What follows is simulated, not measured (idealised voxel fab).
voxel spacer lines: a process module
Cross-section cut: width 185 nm, square cells of 5 nm.
Cross-section, as written here: a square-cell grid given band by band from the top down, where a band holds one or more rows of cells.
The band entry comprises the height of the band's top followed by the height of its bottom, expressed in nm, and subsequently the band's materials from left to right, each stated together with its width in nm. Where a single material is marked with the word "everywhere", that material fills the band from edge to edge. The word "blank" represents empty space.
Height is counted from the level 0, under which the received wafer is composed throughout of one material. The lowest of the bands is not closed at the bottom but continues downward, in the notation "z 0 and below".
The two numbers in a width such as "30->40" mark its ends across the band: the first belongs to the top row of cells, the second to the bottom row, and from each row to the next the width moves by the same amount.
"nothing altered" (step): cross-section cells unchanged, all of them.
Heads up: "Closed void table" only lists the empty pockets with no open path to the top that are 8 cells or more, and it writes them as width x height at distance, distance from the left edge, in nm.
Where a step's line continues beyond its settings, the continuation is a remark by the simulator itself on that step.
overlay nm: on a step with a mask, how far right of its planned place the mask lay; negative means left.
Pairs ahead. Before: cross-section ahead of one process step. After: cross-section once the step is done, shown to the lowest changed band only. Under each pair: that step, with settings. Caution: pairs may come from different runs of this module on the same starting wafer; a pair follows the pair above only where its "Prior to step" entry says so.
Prior to step
* z 0 and below | Si everywhere
* Closed void table: none
Resultant Cross-Section
* z 10 to 0 | Al2O3 everywhere
* Beneath the level 0, the cross-section is identical to its previous state.
* Closed void table: none
Between the cross-sections above, the step performed was op CONFORMAL_DEP | material Al2O3 | thk nm 10
Prior to step: The pre-step condition corresponds to the post-step cross-section depicted in the pair directly above.
Resultant Cross-Section
* z 25 to 10 | W everywhere
* Beneath the level 10, the cross-section is identical to its previous state.
* Closed void table: none
Between the cross-sections above, the step performed was op DIRECTIONAL_DEP | material W | thk nm 15
Prior to step: The pre-step condition corresponds to the post-step cross-section depicted in the pair directly above.
Resultant Cross-Section
* z 45 to 25 | aC everywhere
* Beneath the level 25, the cross-section is identical to its previous state.
* Closed void table: none
Between the cross-sections above, the step performed was op DIRECTIONAL_DEP | material aC | thk nm 20
Prior to step: The pre-step condition corresponds to the post-step cross-section depicted in the pair directly above.
Resultant Cross-Section
* z 75 to 45 | 35 blank, 15 resist, 35 blank, 15 resist, 35 blank, 15 resist, 35 blank
* Beneath the level 45, the cross-section is identical to its previous state.
* Closed void table: none
Between the cross-sections above, the step performed was op PATTERN | tone cover | mask id MANDREL | material resist | width nm 15 | pitch nm 50 | thk nm 30 | overlay nm 0
Prior to step: The pre-step condition corresponds to the post-step cross-section depicted in the pair directly above.
Resultant Cross-Section
* z 55 to 45 | 35 blank, 15 resist, 35 blank, 15 resist, 35 blank, 15 resist, 35 blank
* z 45 to 25 | 35 blank, 15 aC, 35 blank, 15 aC, 35 blank, 15 aC, 35 blank
* Beneath the level 25, the cross-section is identical to its previous state.
* Closed void table: none
Between the cross-sections above, the step performed was op DIRECTIONAL_ETCH | etch materials aC | depth nm 20
Prior to step: The pre-step condition corresponds to the post-step cross-section depicted in the pair directly above.
Resultant Cross-Section
* z 45 to 25 | 35 blank, 15 aC, 35 blank, 15 aC, 35 blank, 15 aC, 35 blank
* Beneath the level 25, the cross-section is identical to its previous state.
* Closed void table: none
Between the cross-sections above, the step performed was op STRIP | etch materials resist
Prior to step: The pre-step condition corresponds to the post-step cross-section depicted in the pair directly above.
Resultant Cross-Section
* z 55 to 45 | 25 blank, 35 SiN, 15 blank, 35 SiN, 15 blank, 35 SiN, 25 blank
* z 45 to 35 | 25 blank, 10 SiN, 15 aC, 10 SiN, 15 blank, 10 SiN, 15 aC, 10 SiN, 15 blank, 10 SiN, 15 aC, 10 SiN, 25 blank
* z 35 to 25 | 35 SiN, 15 aC, 35 SiN, 15 aC, 35 SiN, 15 aC, 35 SiN
* Beneath the level 25, the cross-section is identical to its previous state.
* Closed void table: none
Between the cross-sections above, the step performed was op CONFORMAL_DEP | material SiN | thk nm 10
Prior to step: The pre-step condition corresponds to the post-step cross-section depicted in the pair directly above.
Resultant Cross-Section
* z 45 to 25 | 25 blank, 10 SiN, 15 aC, 10 SiN, 15 blank, 10 SiN, 15 aC, 10 SiN, 15 blank, 10 SiN, 15 aC, 10 SiN, 25 blank
* Beneath the level 25, the cross-section is identical to its previous state.
* Closed void table: none
Between the cross-sections above, the step performed was op DIRECTIONAL_ETCH | etch materials SiN | depth nm 10
Prior to step: The pre-step condition corresponds to the post-step cross-section depicted in the pair directly above.
Resultant Cross-Section
* z 45 to 25 | 25 blank, 10 SiN, 15 blank, 10 SiN, 15 blank, 10 SiN, 15 blank, 10 SiN, 15 blank, 10 SiN, 15 blank, 10 SiN, 25 blank
* Beneath the level 25, the cross-section is identical to its previous state.
* Closed void table: none
Between the cross-sections above, the step performed was op STRIP | etch materials aC
Prior to step: The pre-step condition corresponds to the post-step cross-section depicted in the pair directly above.
Resultant Cross-Section
* z 45 to 25 | 25 blank, 10 SiN, 15 blank, 10 SiN, 15 blank, 10 SiN, 15 blank, 10 SiN, 15 blank, 10 SiN, 15 blank, 10 SiN, 25 blank
* z 25 to 10 | 25 blank, 10 W, 15 blank, 10 W, 15 blank, 10 W, 15 blank, 10 W, 15 blank, 10 W, 15 blank, 10 W, 25 blank
* Beneath the level 10, the cross-section is identical to its previous state.
* Closed void table: none
Between the cross-sections above, the step performed was op DIRECTIONAL_ETCH | etch materials W | depth nm 15
Prior to step: The pre-step condition corresponds to the post-step cross-section depicted in the pair directly above.
Resultant Cross-Section
* z 25 to 10 | 25 blank, 10 W, 15 blank, 10 W, 15 blank, 10 W, 15 blank, 10 W, 15 blank, 10 W, 15 blank, 10 W, 25 blank
* Beneath the level 10, the cross-section is identical to its previous state.
* Closed void table: none
Between the cross-sections above, the step performed was op STRIP | etch materials SiN
Prior to step: The pre-step condition corresponds to the post-step cross-section depicted in the pair directly above.
Resultant Cross-Section
* z 35 to 25 | SiO2 everywhere
* z 25 to 10 | 25 SiO2, 10 W, 15 SiO2, 10 W, 15 SiO2, 10 W, 15 SiO2, 10 W, 15 SiO2, 10 W, 15 SiO2, 10 W, 25 SiO2
* Beneath the level 10, the cross-section is identical to its previous state.
* Closed void table: none
Between the cross-sections above, the step performed was op FILL_DEP | material SiO2 | thk nm 10
Prior to step: The pre-step condition corresponds to the post-step cross-section depicted in the pair directly above.
Resultant Cross-Section
* z 25 to 10 | 25 SiO2, 10 W, 15 SiO2, 10 W, 15 SiO2, 10 W, 15 SiO2, 10 W, 15 SiO2, 10 W, 15 SiO2, 10 W, 25 SiO2
* Beneath the level 10, the cross-section is identical to its previous state.
* Closed void table: none
Between the cross-sections above, the step performed was op CMP | height nm 25
Prior to step
* z 0 and below | Si everywhere
* Closed void table: none
Resultant Cross-Section
* z 15 to 0 | W everywhere
* Beneath the level 0, the cross-section is identical to its previous state.
* Closed void table: none
Between the cross-sections above, the step performed was op DIRECTIONAL_DEP | material W | thk nm 15
Prior to step: The pre-step condition corresponds to the post-step cross-section depicted in the pair directly above.
Resultant Cross-Section
* z 35 to 15 | aC everywhere
* Beneath the level 15, the cross-section is identical to its previous state.
* Closed void table: none
Between the cross-sections above, the step performed was op DIRECTIONAL_DEP | material aC | thk nm 20
Prior to step: The pre-step condition corresponds to the post-step cross-section depicted in the pair directly above.
Resultant Cross-Section
* z 65 to 35 | 35 blank, 15 resist, 35 blank, 15 resist, 35 blank, 15 resist, 35 blank
* Beneath the level 35, the cross-section is identical to its previous state.
* Closed void table: none
Between the cross-sections above, the step performed was op PATTERN | tone cover | mask id MANDREL | material resist | width nm 15 | pitch nm 50 | thk nm 30 | overlay nm 0
Prior to step: The pre-step condition corresponds to the post-step cross-section depicted in the pair directly above.
Resultant Cross-Section
* z 45 to 35 | 35 blank, 15 resist, 35 blank, 15 resist, 35 blank, 15 resist, 35 blank
* z 35 to 15 | 35 blank, 15 aC, 35 blank, 15 aC, 35 blank, 15 aC, 35 blank
* Beneath the level 15, the cross-section is identical to its previous state.
* Closed void table: none
Between the cross-sections above, the step performed was op DIRECTIONAL_ETCH | etch materials aC | depth nm 20
Prior to step: The pre-step condition corresponds to the post-step cross-section depicted in the pair directly above.
Resultant Cross-Section
* z 35 to 15 | 35 blank, 15 aC, 35 blank, 15 aC, 35 blank, 15 aC, 35 blank
* Beneath the level 15, the cross-section is identical to its previous state.
* Closed void table: none
Between the cross-sections above, the step performed was op STRIP | etch materials resist
Prior to step: The pre-step condition corresponds to the post-step cross-section depicted in the pair directly above.
Resultant Cross-Section
* z 45 to 35 | 25 blank, 35 SiN, 15 blank, 35 SiN, 15 blank, 35 SiN, 25 blank
* z 35 to 25 | 25 blank, 10 SiN, 15 aC, 10 SiN, 15 blank, 10 SiN, 15 aC, 10 SiN, 15 blank, 10 SiN, 15 aC, 10 SiN, 25 blank
* z 25 to 15 | 35 SiN, 15 aC, 35 SiN, 15 aC, 35 SiN, 15 aC, 35 SiN
* Beneath the level 15, the cross-section is identical to its previous state.
* Closed void table: none
Between the cross-sections above, the step performed was op CONFORMAL_DEP | material SiN | thk nm 10
Prior to step: The pre-step condition corresponds to the post-step cross-section depicted in the pair directly above.
Resultant Cross-Section
* z 35 to 15 | 25 blank, 10 SiN, 15 aC, 10 SiN, 15 blank, 10 SiN, 15 aC, 10 SiN, 15 blank, 10 SiN, 15 aC, 10 SiN, 25 blank
* Beneath the level 15, the cross-section is identical to its previous state.
* Closed void table: none
Between the cross-sections above, the step performed was op DIRECTIONAL_ETCH | etch materials SiN | depth nm 10
Prior to step: The pre-step condition corresponds to the post-step cross-section depicted in the pair directly above.
Resultant Cross-Section
* z 35 to 15 | 25 blank, 10 SiN, 15 blank, 10 SiN, 15 blank, 10 SiN, 15 blank, 10 SiN, 15 blank, 10 SiN, 15 blank, 10 SiN, 25 blank
* Beneath the level 15, the cross-section is identical to its previous state.
* Closed void table: none
Between the cross-sections above, the step performed was op STRIP | etch materials aC
Prior to step: The pre-step condition corresponds to the post-step cross-section depicted in the pair directly above.
Resultant Cross-Section
* z 35 to 15 | 25 blank, 10 SiN, 15 blank, 10 SiN, 15 blank, 10 SiN, 15 blank, 10 SiN, 15 blank, 10 SiN, 15 blank, 10 SiN, 25 blank
* z 15 to 0 | 25 blank, 10 W, 15 blank, 10 W, 15 blank, 10 W, 15 blank, 10 W, 15 blank, 10 W, 15 blank, 10 W, 25 blank
* Beneath the level 0, the cross-section is identical to its previous state.
* Closed void table: none
Between the cross-sections above, the step performed was op DIRECTIONAL_ETCH | etch materials W | depth nm 15
Prior to step: The pre-step condition corresponds to the post-step cross-section depicted in the pair directly above.
Resultant Cross-Section
* z 15 to 0 | 25 blank, 10 W, 15 blank, 10 W, 15 blank, 10 W, 15 blank, 10 W, 15 blank, 10 W, 15 blank, 10 W, 25 blank
* Beneath the level 0, the cross-section is identical to its previous state.
* Closed void table: none
Between the cross-sections above, the step performed was op STRIP | etch materials SiN
Prior to step: The pre-step condition corresponds to the post-step cross-section depicted in the pair directly above.
Resultant Cross-Section
* z 25 to 15 | SiO2 everywhere
* z 15 to 0 | 25 SiO2, 10 W, 15 SiO2, 10 W, 15 SiO2, 10 W, 15 SiO2, 10 W, 15 SiO2, 10 W, 15 SiO2, 10 W, 25 SiO2
* Beneath the level 0, the cross-section is identical to its previous state.
* Closed void table: none
Between the cross-sections above, the step performed was op FILL_DEP | material SiO2 | thk nm 10
Prior to step
* z 10 to 0 | Al2O3 everywhere
* z 0 and below | Si everywhere
* Closed void table: none
Resultant Cross-Section
* z 30 to 10 | aC everywhere
* Beneath the level 10, the cross-section is identical to its previous state.
* Closed void table: none
Between the cross-sections above, the step performed was op DIRECTIONAL_DEP | material aC | thk nm 20
Prior to step: The pre-step condition corresponds to the post-step cross-section depicted in the pair directly above.
Resultant Cross-Section
* z 45 to 30 | W everywhere
* Beneath the level 30, the cross-section is identical to its previous state.
* Closed void table: none
Between the cross-sections above, the step performed was op DIRECTIONAL_DEP | material W | thk nm 15
Prior to step: The pre-step condition corresponds to the post-step cross-section depicted in the pair directly above.
Resultant Cross-Section
* z 75 to 45 | 35 blank, 15 resist, 35 blank, 15 resist, 35 blank, 15 resist, 35 blank
* Beneath the level 45, the cross-section is identical to its previous state.
* Closed void table: none
Between the cross-sections above, the step performed was op PATTERN | tone cover | mask id MANDREL | material resist | width nm 15 | pitch nm 50 | thk nm 30 | overlay nm 0
Prior to step: The pre-step condition corresponds to the post-step cross-section depicted in the pair directly above.
Resultant Cross-Section
* z 55 to 45 | 35 blank, 15 resist, 35 blank, 15 resist, 35 blank, 15 resist, 35 blank
* Beneath the level 45, the cross-section is identical to its previous state.
* Closed void table: none
Between the cross-sections above, the step performed was op DIRECTIONAL_ETCH | etch materials aC | depth nm 20
Prior to step: The pre-step condition corresponds to the post-step cross-section depicted in the pair directly above.
Resultant Cross-Section
* z 45 to 30 | W everywhere
* Beneath the level 30, the cross-section is identical to its previous state.
* Closed void table: none
Between the cross-sections above, the step performed was op STRIP | etch materials resist
Prior to step: The pre-step condition corresponds to the post-step cross-section depicted in the pair directly above.
Resultant Cross-Section
* z 55 to 45 | SiN everywhere
* Beneath the level 45, the cross-section is identical to its previous state.
* Closed void table: none
Between the cross-sections above, the step performed was op CONFORMAL_DEP | material SiN | thk nm 10
Prior to step: The pre-step condition corresponds to the post-step cross-section depicted in the pair directly above.
Resultant Cross-Section
* z 45 to 30 | W everywhere
* Beneath the level 30, the cross-section is identical to its previous state.
* Closed void table: none
Between the cross-sections above, the step performed was op DIRECTIONAL_ETCH | etch materials SiN | depth nm 10
Prior to step: The pre-step condition corresponds to the post-step cross-section depicted in the pair directly above.
Resultant Cross-Section
* z 30 to 10 | aC everywhere
* Beneath the level 10, the cross-section is identical to its previous state.
* Closed void table: none
Between the cross-sections above, the step performed was op DIRECTIONAL_ETCH | etch materials W | depth nm 15
Prior to step: The pre-step condition corresponds to the post-step cross-section depicted in the pair directly above.
Resultant Cross-Section
* z 40 to 30 | SiO2 everywhere
* Beneath the level 30, the cross-section is identical to its previous state.
* Closed void table: none
Between the cross-sections above, the step performed was op FILL_DEP | material SiO2 | thk nm 10
Prior to step: The pre-step condition corresponds to the post-step cross-section depicted in the pair directly above.
Resultant Cross-Section
* z 25 to 10 | aC everywhere
* Beneath the level 10, the cross-section is identical to its previous state.
* Closed void table: none
Between the cross-sections above, the step performed was op CMP | height nm 25
Prior to step
* z 0 and below | Si everywhere
* Closed void table: none
Resultant Cross-Section
* z 5 to 0 | Al2O3 everywhere
* Beneath the level 0, the cross-section is identical to its previous state.
* Closed void table: none
Between the cross-sections above, the step performed was op CONFORMAL_DEP | material Al2O3 | thk nm 5
Prior to step: The pre-step condition corresponds to the post-step cross-section depicted in the pair directly above.
Resultant Cross-Section
* z 20 to 5 | W everywhere
* Beneath the level 5, the cross-section is identical to its previous state.
* Closed void table: none
Between the cross-sections above, the step performed was op DIRECTIONAL_DEP | material W | thk nm 15
Prior to step: The pre-step condition corresponds to the post-step cross-section depicted in the pair directly above.
Resultant Cross-Section
* z 40 to 20 | aC everywhere
* Beneath the level 20, the cross-section is identical to its previous state.
* Closed void table: none
Between the cross-sections above, the step performed was op DIRECTIONAL_DEP | material aC | thk nm 20
Prior to step: The pre-step condition corresponds to the post-step cross-section depicted in the pair directly above.
Resultant Cross-Section
* z 70 to 40 | 35 blank, 15 resist, 35 blank, 15 resist, 35 blank, 15 resist, 35 blank
* Beneath the level 40, the cross-section is identical to its previous state.
* Closed void table: none
Between the cross-sections above, the step performed was op PATTERN | tone cover | mask id MANDREL | material resist | width nm 15 | pitch nm 50 | thk nm 30 | overlay nm 0
Prior to step: The pre-step condition corresponds to the post-step cross-section depicted in the pair directly above.
Resultant Cross-Section
* z 50 to 40 | 35 blank, 15 resist, 35 blank, 15 resist, 35 blank, 15 resist, 35 blank
* z 40 to 20 | 35 blank, 15 aC, 35 blank, 15 aC, 35 blank, 15 aC, 35 blank
* Beneath the level 20, the cross-section is identical to its previous state.
* Closed void table: none
Between the cross-sections above, the step performed was op DIRECTIONAL_ETCH | etch materials aC | depth nm 20
Prior to step: The pre-step condition corresponds to the post-step cross-section depicted in the pair directly above.
Resultant Cross-Section
* z 40 to 20 | 35 blank, 15 aC, 35 blank, 15 aC, 35 blank, 15 aC, 35 blank
* Beneath the level 20, the cross-section is identical to its previous state.
* Closed void table: none
Between the cross-sections above, the step performed was op STRIP | etch materials resist
Prior to step: The pre-step condition corresponds to the post-step cross-section depicted in the pair directly above.
Resultant Cross-Section
* z 50 to 40 | 25 blank, 35 SiN, 15 blank, 35 SiN, 15 blank, 35 SiN, 25 blank
* z 40 to 30 | 25 blank, 10 SiN, 15 aC, 10 SiN, 15 blank, 10 SiN, 15 aC, 10 SiN, 15 blank, 10 SiN, 15 aC, 10 SiN, 25 blank
* z 30 to 20 | 35 SiN, 15 aC, 35 SiN, 15 aC, 35 SiN, 15 aC, 35 SiN
* Beneath the level 20, the cross-section is identical to its previous state.
* Closed void table: none
Between the cross-sections above, the step performed was op CONFORMAL_DEP | material SiN | thk nm 10
Prior to step: The pre-step condition corresponds to the post-step cross-section depicted in the pair directly above.
Resultant Cross-Section
* z 40 to 20 | 25 blank, 10 SiN, 15 aC, 10 SiN, 15 blank, 10 SiN, 15 aC, 10 SiN, 15 blank, 10 SiN, 15 aC, 10 SiN, 25 blank
* Beneath the level 20, the cross-section is identical to its previous state.
* Closed void table: none
Between the cross-sections above, the step performed was op DIRECTIONAL_ETCH | etch materials SiN | depth nm 10
Prior to step: The pre-step condition corresponds to the post-step cross-section depicted in the pair directly above.
Resultant Cross-Section
* z 40 to 20 | 25 blank, 10 SiN, 15 blank, 10 SiN, 15 blank, 10 SiN, 15 blank, 10 SiN, 15 blank, 10 SiN, 15 blank, 10 SiN, 25 blank
* Beneath the level 20, the cross-section is identical to its previous state.
* Closed void table: none
Between the cross-sections above, the step performed was op STRIP | etch materials aC
Prior to step: The pre-step condition corresponds to the post-step cross-section depicted in the pair directly above.
Resultant Cross-Section
* z 40 to 20 | 25 blank, 10 SiN, 15 blank, 10 SiN, 15 blank, 10 SiN, 15 blank, 10 SiN, 15 blank, 10 SiN, 15 blank, 10 SiN, 25 blank
* z 20 to 5 | 25 blank, 10 W, 15 blank, 10 W, 15 blank, 10 W, 15 blank, 10 W, 15 blank, 10 W, 15 blank, 10 W, 25 blank
* Beneath the level 5, the cross-section is identical to its previous state.
* Closed void table: none
Between the cross-sections above, the step performed was op DIRECTIONAL_ETCH | etch materials W | depth nm 15
Prior to step: The pre-step condition corresponds to the post-step cross-section depicted in the pair directly above.
Resultant Cross-Section
* z 20 to 5 | 25 blank, 10 W, 15 blank, 10 W, 15 blank, 10 W, 15 blank, 10 W, 15 blank, 10 W, 15 blank, 10 W, 25 blank
* Beneath the level 5, the cross-section is identical to its previous state.
* Closed void table: none
Between the cross-sections above, the step performed was op STRIP | etch materials SiN
Prior to step: The pre-step condition corresponds to the post-step cross-section depicted in the pair directly above.
Resultant Cross-Section
* z 30 to 20 | SiO2 everywhere
* z 20 to 5 | 25 SiO2, 10 W, 15 SiO2, 10 W, 15 SiO2, 10 W, 15 SiO2, 10 W, 15 SiO2, 10 W, 15 SiO2, 10 W, 25 SiO2
* Beneath the level 5, the cross-section is identical to its previous state.
* Closed void table: none
Between the cross-sections above, the step performed was op FILL_DEP | material SiO2 | thk nm 10
Prior to step: The pre-step condition corresponds to the post-step cross-section depicted in the pair directly above.
Resultant Cross-Section
* z 25 to 20 | SiO2 everywhere
* Beneath the level 20, the cross-section is identical to its previous state.
* Closed void table: none
Between the cross-sections above, the step performed was op CMP | height nm 25
Prior to step
* z 45 to 25 | aC everywhere
* z 25 to 10 | W everywhere
* z 10 to 0 | Al2O3 everywhere
* z 0 and below | Si everywhere
* Closed void table: none
Resultant Cross-Section
* z 75 to 45 | 30 blank, 25 resist, 25 blank, 25 resist, 25 blank, 25 resist, 30 blank
* Beneath the level 45, the cross-section is identical to its previous state.
* Closed void table: none
Between the cross-sections above, the step performed was op PATTERN | tone cover | mask id MANDREL | material resist | width nm 25 | pitch nm 50 | thk nm 30 | overlay nm 0
Prior to step: The pre-step condition corresponds to the post-step cross-section depicted in the pair directly above.
Resultant Cross-Section
* z 55 to 45 | 30 blank, 25 resist, 25 blank, 25 resist, 25 blank, 25 resist, 30 blank
* z 45 to 25 | 30 blank, 25 aC, 25 blank, 25 aC, 25 blank, 25 aC, 30 blank
* Beneath the level 25, the cross-section is identical to its previous state.
* Closed void table: none
Between the cross-sections above, the step performed was op DIRECTIONAL_ETCH | etch materials aC | depth nm 20
Prior to step: The pre-step condition corresponds to the post-step cross-section depicted in the pair directly above.
Resultant Cross-Section
* z 45 to 25 | 30 blank, 25 aC, 25 blank, 25 aC, 25 blank, 25 aC, 30 blank
* Beneath the level 25, the cross-section is identical to its previous state.
* Closed void table: none
Between the cross-sections above, the step performed was op STRIP | etch materials resist
Prior to step: The pre-step condition corresponds to the post-step cross-section depicted in the pair directly above.
Resultant Cross-Section
* z 55 to 45 | 20 blank, 45 SiN, 5 blank, 45 SiN, 5 blank, 45 SiN, 20 blank
* z 45 to 35 | 20 blank, 10 SiN, 25 aC, 10 SiN, 5 blank, 10 SiN, 25 aC, 10 SiN, 5 blank, 10 SiN, 25 aC, 10 SiN, 20 blank
* z 35 to 25 | 30 SiN, 25 aC, 25 SiN, 25 aC, 25 SiN, 25 aC, 30 SiN
* Beneath the level 25, the cross-section is identical to its previous state.
* Closed void table: none
Between the cross-sections above, the step performed was op CONFORMAL_DEP | material SiN | thk nm 10
Prior to step: The pre-step condition corresponds to the post-step cross-section depicted in the pair directly above.
Resultant Cross-Section
* z 45 to 25 | 20 blank, 10 SiN, 25 aC, 10 SiN, 5 blank, 10 SiN, 25 aC, 10 SiN, 5 blank, 10 SiN, 25 aC, 10 SiN, 20 blank
* Beneath the level 25, the cross-section is identical to its previous state.
* Closed void table: none
Between the cross-sections above, the step performed was op DIRECTIONAL_ETCH | etch materials SiN | depth nm 10
Prior to step: The pre-step condition corresponds to the post-step cross-section depicted in the pair directly above.
Resultant Cross-Section
* z 45 to 25 | 20 blank, 10 SiN, 25 blank, 10 SiN, 5 blank, 10 SiN, 25 blank, 10 SiN, 5 blank, 10 SiN, 25 blank, 10 SiN, 20 blank
* Beneath the level 25, the cross-section is identical to its previous state.
* Closed void table: none
Between the cross-sections above, the step performed was op STRIP | etch materials aC
Prior to step: The pre-step condition corresponds to the post-step cross-section depicted in the pair directly above.
Resultant Cross-Section
* z 45 to 25 | 20 blank, 10 SiN, 25 blank, 10 SiN, 5 blank, 10 SiN, 25 blank, 10 SiN, 5 blank, 10 SiN, 25 blank, 10 SiN, 20 blank
* z 25 to 10 | 20 blank, 10 W, 25 blank, 10 W, 5 blank, 10 W, 25 blank, 10 W, 5 blank, 10 W, 25 blank, 10 W, 20 blank
* Beneath the level 10, the cross-section is identical to its previous state.
* Closed void table: none
Between the cross-sections above, the step performed was op DIRECTIONAL_ETCH | etch materials W | depth nm 15
Prior to step: The pre-step condition corresponds to the post-step cross-section depicted in the pair directly above.
Resultant Cross-Section
* z 25 to 10 | 20 blank, 10 W, 25 blank, 10 W, 5 blank, 10 W, 25 blank, 10 W, 5 blank, 10 W, 25 blank, 10 W, 20 blank
* Beneath the level 10, the cross-section is identical to its previous state.
* Closed void table: none
Between the cross-sections above, the step performed was op STRIP | etch materials SiN
Prior to step: The pre-step condition corresponds to the post-step cross-section depicted in the pair directly above.
Resultant Cross-Section
* z 35 to 25 | SiO2 everywhere
* z 25 to 10 | 20 SiO2, 10 W, 25 SiO2, 10 W, 5 SiO2, 10 W, 25 SiO2, 10 W, 5 SiO2, 10 W, 25 SiO2, 10 W, 20 SiO2
* Beneath the level 10, the cross-section is identical to its previous state.
* Closed void table: none
Between the cross-sections above, the step performed was op FILL_DEP | material SiO2 | thk nm 10
Prior to step: The pre-step condition corresponds to the post-step cross-section depicted in the pair directly above.
Resultant Cross-Section
* z 25 to 10 | 20 SiO2, 10 W, 25 SiO2, 10 W, 5 SiO2, 10 W, 25 SiO2, 10 W, 5 SiO2, 10 W, 25 SiO2, 10 W, 20 SiO2
* Beneath the level 10, the cross-section is identical to its previous state.
* Closed void table: none
Between the cross-sections above, the step performed was op CMP | height nm 25
Prior to step
* z 45 to 25 | aC everywhere
* z 25 to 10 | W everywhere
* z 10 to 0 | Al2O3 everywhere
* z 0 and below | Si everywhere
* Closed void table: none
Resultant Cross-Section
* z 75 to 45 | 40 blank, 15 resist, 35 blank, 15 resist, 35 blank, 15 resist, 30 blank
* Beneath the level 45, the cross-section is identical to its previous state.
* Closed void table: none
Between the cross-sections above, the step performed was op PATTERN | tone cover | mask id MANDREL | material resist | width nm 15 | pitch nm 50 | thk nm 30 | overlay nm 5
Prior to step: The pre-step condition corresponds to the post-step cross-section depicted in the pair directly above.
Resultant Cross-Section
* z 55 to 45 | 40 blank, 15 resist, 35 blank, 15 resist, 35 blank, 15 resist, 30 blank
* z 45 to 25 | 40 blank, 15 aC, 35 blank, 15 aC, 35 blank, 15 aC, 30 blank
* Beneath the level 25, the cross-section is identical to its previous state.
* Closed void table: none
Between the cross-sections above, the step performed was op DIRECTIONAL_ETCH | etch materials aC | depth nm 20
Prior to step: The pre-step condition corresponds to the post-step cross-section depicted in the pair directly above.
Resultant Cross-Section
* z 45 to 25 | 40 blank, 15 aC, 35 blank, 15 aC, 35 blank, 15 aC, 30 blank
* Beneath the level 25, the cross-section is identical to its previous state.
* Closed void table: none
Between the cross-sections above, the step performed was op STRIP | etch materials resist
Prior to step: The pre-step condition corresponds to the post-step cross-section depicted in the pair directly above.
Resultant Cross-Section
* z 55 to 45 | 30 blank, 35 SiN, 15 blank, 35 SiN, 15 blank, 35 SiN, 20 blank
* z 45 to 35 | 30 blank, 10 SiN, 15 aC, 10 SiN, 15 blank, 10 SiN, 15 aC, 10 SiN, 15 blank, 10 SiN, 15 aC, 10 SiN, 20 blank
* z 35 to 25 | 40 SiN, 15 aC, 35 SiN, 15 aC, 35 SiN, 15 aC, 30 SiN
* Beneath the level 25, the cross-section is identical to its previous state.
* Closed void table: none
Between the cross-sections above, the step performed was op CONFORMAL_DEP | material SiN | thk nm 10
Prior to step: The pre-step condition corresponds to the post-step cross-section depicted in the pair directly above.
Resultant Cross-Section
* z 45 to 25 | 30 blank, 10 SiN, 15 aC, 10 SiN, 15 blank, 10 SiN, 15 aC, 10 SiN, 15 blank, 10 SiN, 15 aC, 10 SiN, 20 blank
* Beneath the level 25, the cross-section is identical to its previous state.
* Closed void table: none
Between the cross-sections above, the step performed was op DIRECTIONAL_ETCH | etch materials SiN | depth nm 10
Prior to step: The pre-step condition corresponds to the post-step cross-section depicted in the pair directly above.
Resultant Cross-Section
* z 45 to 25 | 30 blank, 10 SiN, 15 blank, 10 SiN, 15 blank, 10 SiN, 15 blank, 10 SiN, 15 blank, 10 SiN, 15 blank, 10 SiN, 20 blank
* Beneath the level 25, the cross-section is identical to its previous state.
* Closed void table: none
Between the cross-sections above, the step performed was op STRIP | etch materials aC
Prior to step: The pre-step condition corresponds to the post-step cross-section depicted in the pair directly above.
Resultant Cross-Section
* z 45 to 25 | 30 blank, 10 SiN, 15 blank, 10 SiN, 15 blank, 10 SiN, 15 blank, 10 SiN, 15 blank, 10 SiN, 15 blank, 10 SiN, 20 blank
* z 25 to 10 | 30 blank, 10 W, 15 blank, 10 W, 15 blank, 10 W, 15 blank, 10 W, 15 blank, 10 W, 15 blank, 10 W, 20 blank
* Beneath the level 10, the cross-section is identical to its previous state.
* Closed void table: none
Between the cross-sections above, the step performed was op DIRECTIONAL_ETCH | etch materials W | depth nm 15
Prior to step: The pre-step condition corresponds to the post-step cross-section depicted in the pair directly above.
Resultant Cross-Section
* z 25 to 10 | 30 blank, 10 W, 15 blank, 10 W, 15 blank, 10 W, 15 blank, 10 W, 15 blank, 10 W, 15 blank, 10 W, 20 blank
* Beneath the level 10, the cross-section is identical to its previous state.
* Closed void table: none
Between the cross-sections above, the step performed was op STRIP | etch materials SiN
Prior to step: The pre-step condition corresponds to the post-step cross-section depicted in the pair directly above.
Resultant Cross-Section
* z 35 to 25 | SiO2 everywhere
* z 25 to 10 | 30 SiO2, 10 W, 15 SiO2, 10 W, 15 SiO2, 10 W, 15 SiO2, 10 W, 15 SiO2, 10 W, 15 SiO2, 10 W, 20 SiO2
* Beneath the level 10, the cross-section is identical to its previous state.
* Closed void table: none
Between the cross-sections above, the step performed was op FILL_DEP | material SiO2 | thk nm 10
Prior to step: The pre-step condition corresponds to the post-step cross-section depicted in the pair directly above.
Resultant Cross-Section
* z 25 to 10 | 30 SiO2, 10 W, 15 SiO2, 10 W, 15 SiO2, 10 W, 15 SiO2, 10 W, 15 SiO2, 10 W, 15 SiO2, 10 W, 20 SiO2
* Beneath the level 10, the cross-section is identical to its previous state.
* Closed void table: none
Between the cross-sections above, the step performed was op CMP | height nm 25
Prior to step
* z 0 and below | Si everywhere
* Closed void table: none
Resultant Cross-Section
* z 10 to 0 | W everywhere
* Beneath the level 0, the cross-section is identical to its previous state.
* Closed void table: none
Between the cross-sections above, the step performed was op CONFORMAL_DEP | material W | thk nm 10
Prior to step: The pre-step condition corresponds to the post-step cross-section depicted in the pair directly above.
Resultant Cross-Section
* z 25 to 0 | W everywhere
* Beneath the level 0, the cross-section is identical to its previous state.
* Closed void table: none
Between the cross-sections above, the step performed was op DIRECTIONAL_DEP | material W | thk nm 15
Prior to step: The pre-step condition corresponds to the post-step cross-section depicted in the pair directly above.
Resultant Cross-Section
* z 45 to 25 | aC everywhere
* Beneath the level 25, the cross-section is identical to its previous state.
* Closed void table: none
Between the cross-sections above, the step performed was op DIRECTIONAL_DEP | material aC | thk nm 20
Prior to step: The pre-step condition corresponds to the post-step cross-section depicted in the pair directly above.
Resultant Cross-Section
* z 75 to 45 | 35 blank, 15 resist, 35 blank, 15 resist, 35 blank, 15 resist, 35 blank
* Beneath the level 45, the cross-section is identical to its previous state.
* Closed void table: none
Between the cross-sections above, the step performed was op PATTERN | tone cover | mask id MANDREL | material resist | width nm 15 | pitch nm 50 | thk nm 30 | overlay nm 0
